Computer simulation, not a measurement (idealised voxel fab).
Proc. module: voxel air gaps
265 nm wide, 5 nm square cells: that's cross-section cut.
This document writes a cross-section as a grid whose cells are square, and gives it as bands, listed from the top down; one or more rows of cells form a band. Heads up on the band format: heights come first, top then bottom, in nm. After that it's the materials left to right, each with its width in nm. A single material flagged "all across" fills the whole band edge to edge, and "blank" means there's empty space there. Heights are expressed relative to 0, this being the level below which the as-received wafer comprises one material exclusively. The lowest band is unbounded in the downward direction and is denoted as in "top 0, no bottom". Width: "30 to 40" (first number = top row, second number = bottom row, same change from row to row of cells). Basically "no alterations made" means that step didn't change any cell in the cross-section. Heads up: "Internal closed voids" only lists the empty pockets with no open path to the top that are 8 cells or more, and it writes them as width x height at distance, distance from the left edge, in nm. What comes after the settings on a step's line is commentary from the simulator itself on that step. The setting "overlay nm" may be written on the line of a step. When the step uses a mask, the value reports how far to the right of the planned place the mask lay, and a negative value reports that it lay to the left.

# Planned step list for the process
- 1: RECEIVE: material Si
- 2: CONFORMAL_DEP: material SiO2, thk nm 10
- 3: CONFORMAL_DEP: material SiN, thk nm 5
- 4: DIRECTIONAL_DEP: material lowk, thk nm 40
- 5: PATTERN: tone open, mask id LINES, material resist, width nm 20, pitch nm 45, thk nm 15, overlay nm 0
- 6: DIRECTIONAL_ETCH: etch materials lowk, depth nm 40
- 7: STRIP: etch materials resist
- 8: CONFORMAL_DEP: material TiN, thk nm 5
- 9: FILL_DEP: material Cu, thk nm 5
- 10: CMP: height nm 55
- 11: EPI: material Ru, thk nm 10
- 12: SELECTIVE_ETCH: etch materials lowk, depth nm 50
- 13: CONFORMAL_DEP: material SiN, thk nm 5

# First of two wafers, with the run carried out as planned

# Incoming wafer in cross-section (state: after step 1)
- top 0, no bottom | Si all across
- Internal closed voids: none

# Cross-section: wafer state after step 2
- top 10, bottom 0 | SiO2 all across
- below 0: unchanged

# Cross-section: wafer state after step 3
- top 15, bottom 10 | SiN all across
- below 10: unchanged

# Cross-section: wafer state after step 4
- top 55, bottom 15 | lowk all across
- below 15: unchanged

# Cross-section: wafer state after step 5
- top 70, bottom 55 | resist 55 nm; blank 20 nm; resist 25 nm; blank 20 nm; resist 25 nm; blank 20 nm; resist 25 nm; blank 20 nm; resist 55 nm
- below 55: unchanged

# Cross-section: wafer state after step 6
- top 70, bottom 55 | resist 55 nm; blank 20 nm; resist 25 nm; blank 20 nm; resist 25 nm; blank 20 nm; resist 25 nm; blank 20 nm; resist 55 nm
- top 55, bottom 15 | lowk 55 nm; blank 20 nm; lowk 25 nm; blank 20 nm; lowk 25 nm; blank 20 nm; lowk 25 nm; blank 20 nm; lowk 55 nm
- below 15: unchanged

# Cross-section: wafer state after step 7
- top 55, bottom 15 | lowk 55 nm; blank 20 nm; lowk 25 nm; blank 20 nm; lowk 25 nm; blank 20 nm; lowk 25 nm; blank 20 nm; lowk 55 nm
- below 15: unchanged

# Cross-section: wafer state after step 8
- top 60, bottom 55 | TiN 60 nm; blank 10 nm; TiN 35 nm; blank 10 nm; TiN 35 nm; blank 10 nm; TiN 35 nm; blank 10 nm; TiN 60 nm
- top 55, bottom 20 | lowk 55 nm; TiN 5 nm; blank 10 nm; TiN 5 nm; lowk 25 nm; TiN 5 nm; blank 10 nm; TiN 5 nm; lowk 25 nm; TiN 5 nm; blank 10 nm; TiN 5 nm; lowk 25 nm; TiN 5 nm; blank 10 nm; TiN 5 nm; lowk 55 nm
- top 20, bottom 15 | lowk 55 nm; TiN 20 nm; lowk 25 nm; TiN 20 nm; lowk 25 nm; TiN 20 nm; lowk 25 nm; TiN 20 nm; lowk 55 nm
- below 15: unchanged

# Cross-section: wafer state after step 9
- top 65, bottom 60 | Cu all across
- top 60, bottom 55 | TiN 60 nm; Cu 10 nm; TiN 35 nm; Cu 10 nm; TiN 35 nm; Cu 10 nm; TiN 35 nm; Cu 10 nm; TiN 60 nm
- top 55, bottom 20 | lowk 55 nm; TiN 5 nm; Cu 10 nm; TiN 5 nm; lowk 25 nm; TiN 5 nm; Cu 10 nm; TiN 5 nm; lowk 25 nm; TiN 5 nm; Cu 10 nm; TiN 5 nm; lowk 25 nm; TiN 5 nm; Cu 10 nm; TiN 5 nm; lowk 55 nm
- below 20: unchanged

# Cross-section: wafer state after step 10
- top 55, bottom 20 | lowk 55 nm; TiN 5 nm; Cu 10 nm; TiN 5 nm; lowk 25 nm; TiN 5 nm; Cu 10 nm; TiN 5 nm; lowk 25 nm; TiN 5 nm; Cu 10 nm; TiN 5 nm; lowk 25 nm; TiN 5 nm; Cu 10 nm; TiN 5 nm; lowk 55 nm
- below 20: unchanged

# Cross-section: wafer state after step 11
- top 65, bottom 55 | blank 45 nm; Ru 40 nm; blank 5 nm; Ru 40 nm; blank 5 nm; Ru 40 nm; blank 5 nm; Ru 40 nm; blank 45 nm
- below 55: unchanged

# Cross-section: wafer state after step 12
- top 65, bottom 55 | blank 45 nm; Ru 40 nm; blank 5 nm; Ru 40 nm; blank 5 nm; Ru 40 nm; blank 5 nm; Ru 40 nm; blank 45 nm
- top 55, bottom 20 | blank 55 nm; TiN 5 nm; Cu 10 nm; TiN 5 nm; blank 25 nm; TiN 5 nm; Cu 10 nm; TiN 5 nm; blank 25 nm; TiN 5 nm; Cu 10 nm; TiN 5 nm; blank 25 nm; TiN 5 nm; Cu 10 nm; TiN 5 nm; blank 55 nm
- top 20, bottom 15 | blank 55 nm; TiN 20 nm; blank 25 nm; TiN 20 nm; blank 25 nm; TiN 20 nm; blank 25 nm; TiN 20 nm; blank 55 nm
- below 15: unchanged

# Cross-section: wafer state after step 13
- top 70, bottom 65 | blank 40 nm; SiN 185 nm; blank 40 nm
- top 65, bottom 55 | blank 40 nm; SiN 5 nm; Ru 40 nm; SiN 5 nm; Ru 40 nm; SiN 5 nm; Ru 40 nm; SiN 5 nm; Ru 40 nm; SiN 5 nm; blank 40 nm
- top 55, bottom 50 | blank 40 nm; SiN 15 nm; TiN 5 nm; Cu 10 nm; TiN 5 nm; SiN 25 nm; TiN 5 nm; Cu 10 nm; TiN 5 nm; SiN 25 nm; TiN 5 nm; Cu 10 nm; TiN 5 nm; SiN 25 nm; TiN 5 nm; Cu 10 nm; TiN 5 nm; SiN 15 nm; blank 40 nm
- top 50, bottom 20 | blank 50 nm; SiN 5 nm; TiN 5 nm; Cu 10 nm; TiN 5 nm; SiN 5 nm; blank 15 nm; SiN 5 nm; TiN 5 nm; Cu 10 nm; TiN 5 nm; SiN 5 nm; blank 15 nm; SiN 5 nm; TiN 5 nm; Cu 10 nm; TiN 5 nm; SiN 5 nm; blank 15 nm; SiN 5 nm; TiN 5 nm; Cu 10 nm; TiN 5 nm; SiN 5 nm; blank 50 nm
- top 20, bottom 15 | SiN 55 nm; TiN 20 nm; SiN 25 nm; TiN 20 nm; SiN 25 nm; TiN 20 nm; SiN 25 nm; TiN 20 nm; SiN 55 nm
- below 15: unchanged
- Internal closed voids: 15 x 30 at 80; 15 x 30 at 125; 15 x 30 at 170

# Wafer two. Identical start, identical plan. One mistake in execution. Identical history through step 1

# Cross-section of the second wafer corresponding to the planned conclusion of step 2
- top 5, bottom 0 | SiO2 all across
- below 0: unchanged

# Cross-section of the second wafer corresponding to the planned conclusion of step 3
- top 10, bottom 5 | SiN all across
- below 5: unchanged

# Cross-section of the second wafer corresponding to the planned conclusion of step 4
- top 50, bottom 10 | lowk all across
- below 10: unchanged

# Cross-section of the second wafer corresponding to the planned conclusion of step 5
- top 65, bottom 50 | resist 55 nm; blank 20 nm; resist 25 nm; blank 20 nm; resist 25 nm; blank 20 nm; resist 25 nm; blank 20 nm; resist 55 nm
- below 50: unchanged

# Cross-section of the second wafer corresponding to the planned conclusion of step 6
- top 65, bottom 50 | resist 55 nm; blank 20 nm; resist 25 nm; blank 20 nm; resist 25 nm; blank 20 nm; resist 25 nm; blank 20 nm; resist 55 nm
- top 50, bottom 10 | lowk 55 nm; blank 20 nm; lowk 25 nm; blank 20 nm; lowk 25 nm; blank 20 nm; lowk 25 nm; blank 20 nm; lowk 55 nm
- below 10: unchanged

# Cross-section of the second wafer corresponding to the planned conclusion of step 7
- top 50, bottom 10 | lowk 55 nm; blank 20 nm; lowk 25 nm; blank 20 nm; lowk 25 nm; blank 20 nm; lowk 25 nm; blank 20 nm; lowk 55 nm
- below 10: unchanged

# Cross-section of the second wafer corresponding to the planned conclusion of step 8
- top 55, bottom 50 | TiN 60 nm; blank 10 nm; TiN 35 nm; blank 10 nm; TiN 35 nm; blank 10 nm; TiN 35 nm; blank 10 nm; TiN 60 nm
- top 50, bottom 15 | lowk 55 nm; TiN 5 nm; blank 10 nm; TiN 5 nm; lowk 25 nm; TiN 5 nm; blank 10 nm; TiN 5 nm; lowk 25 nm; TiN 5 nm; blank 10 nm; TiN 5 nm; lowk 25 nm; TiN 5 nm; blank 10 nm; TiN 5 nm; lowk 55 nm
- top 15, bottom 10 | lowk 55 nm; TiN 20 nm; lowk 25 nm; TiN 20 nm; lowk 25 nm; TiN 20 nm; lowk 25 nm; TiN 20 nm; lowk 55 nm
- below 10: unchanged

# Cross-section of the second wafer corresponding to the planned conclusion of step 9
- top 60, bottom 55 | Cu all across
- top 55, bottom 50 | TiN 60 nm; Cu 10 nm; TiN 35 nm; Cu 10 nm; TiN 35 nm; Cu 10 nm; TiN 35 nm; Cu 10 nm; TiN 60 nm
- top 50, bottom 15 | lowk 55 nm; TiN 5 nm; Cu 10 nm; TiN 5 nm; lowk 25 nm; TiN 5 nm; Cu 10 nm; TiN 5 nm; lowk 25 nm; TiN 5 nm; Cu 10 nm; TiN 5 nm; lowk 25 nm; TiN 5 nm; Cu 10 nm; TiN 5 nm; lowk 55 nm
- below 15: unchanged

# Cross-section of the second wafer corresponding to the planned conclusion of step 10
- top 55, bottom 50 | TiN 60 nm; Cu 10 nm; TiN 35 nm; Cu 10 nm; TiN 35 nm; Cu 10 nm; TiN 35 nm; Cu 10 nm; TiN 60 nm
- below 50: unchanged

# Cross-section of the second wafer corresponding to the planned conclusion of step 11
- top 65, bottom 55 | Ru all across
- below 55: unchanged

Cross-section of the second wafer corresponding to the planned conclusion of step 12: no alterations made

# Cross-section of the second wafer corresponding to the planned conclusion of step 13
- top 70, bottom 65 | SiN all across
- below 65: unchanged
What went wrong in running the wafer? the process deviated at step 2: the operation and settings actually run there were CONFORMAL_DEP: material SiO2, thk nm 5
Final tally in cells, some materials are higher or lower on the second wafer than on the first: +8 Cu | +42 Ru | -100 SiN | -53 SiO2 | +45 TiN | +296 lowk
In the final state there are 3 closed voids in the first wafer, compared with 0 in the second wafer.
